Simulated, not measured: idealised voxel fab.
Documented hereafter: the process module known as voxel ribs on slabs.
Shown is cross-section cut, with a width of 155 nm and square cells of size 5 nm.
Just so we're on the same page, the cross-sections are grids of square cells, and they're listed out in bands top to bottom, each band one or more rows deep.
Quick guide to a band line: top height, bottom height (nm) up front; then every material left to right with its width in nm. Only one material and it's marked "throughout"? Then it fills the band edge to edge. And "air" just means empty space.
The level at which height equals 0 is the one under which the wafer, as it arrives, is entirely one material. No lower edge exists for the bottom band, which continues downward and is notated as in "top 0, no bottom".
A width such as "30 to 40" changes by the same amount from each row of cells to the next, from the band's top row to its bottom row.
What does "nothing different" mean for a step? It means no cell of the cross-section changed in that step.
You'll see "Enclosed empty spaces" listing empty spaces that have no way open to the top, as long as they're 8 cells or more; the notation is width x height at distance, where the distance is from the left edge, and all of it is in nm.
The remark found on a step's line after its settings is issued by the simulator itself and pertains to that step.
The setting "overlay nm" may be written on the line of a step. When the step uses a mask, the value reports how far to the right of the planned place the mask lay, and a negative value reports that it lay to the left.
Set out below are the planned steps of the process:
- 1: RECEIVE, material Si
- 2: DIRECTIONAL_DEP, material SiO2, thk nm 30
- 3: DIRECTIONAL_DEP, material polySi, thk nm 20
- 4: PATTERN, tone cover, mask id RIB, material resist, width nm 15, thk nm 15, overlay nm 0
- 5: DIRECTIONAL_ETCH, etch materials polySi, depth nm 10
- 6: STRIP, etch materials resist
- 7: DIRECTIONAL_DEP, material aC, thk nm 15
- 8: PATTERN, tone cover, mask id SLAB, material resist, width nm 75, thk nm 35, overlay nm 0
- 9: DIRECTIONAL_ETCH, etch materials aC, depth nm 15
- 10: STRIP, etch materials resist
- 11: DIRECTIONAL_ETCH, etch materials polySi, depth nm 10
- 12: STRIP, etch materials aC
- 13: FILL_DEP, material SiO2, thk nm 25
- 14: CMP, height nm 65
- 15: DIRECTIONAL_DEP, material W, thk nm 10
- 16: PATTERN, tone cover, mask id HEATER, material resist, width nm 15, thk nm 15, overlay nm 0
- 17: DIRECTIONAL_ETCH, etch materials W, depth nm 10
- 18: STRIP, etch materials resist
- 19: CONFORMAL_DEP, material SiO2, thk nm 5
The wafers in this document start out alike and differ in the width nm applied at step 16; the plan shows the value used for the first wafer.
First of several wafers (as received, post step 1), cross-sectional view:
> top 0, no bottom: Si throughout
> Enclosed empty spaces: none
Each wafer at the end: cells of each material gained (+) or lost (-) since it was received, then its closed voids:
width nm 15; +402 SiO2; +6 W; +36 polySi; Enclosed empty spaces: none
width nm 20; +402 SiO2; +8 W; +36 polySi; Enclosed empty spaces: none
width nm 25; +402 SiO2; +10 W; +36 polySi; Enclosed empty spaces: none
width nm 30; +402 SiO2; +12 W; +36 polySi; Enclosed empty spaces: none
width nm 35; +402 SiO2; +14 W; +36 polySi; Enclosed empty spaces: none
width nm 40; +402 SiO2; +16 W; +36 polySi; Enclosed empty spaces: none
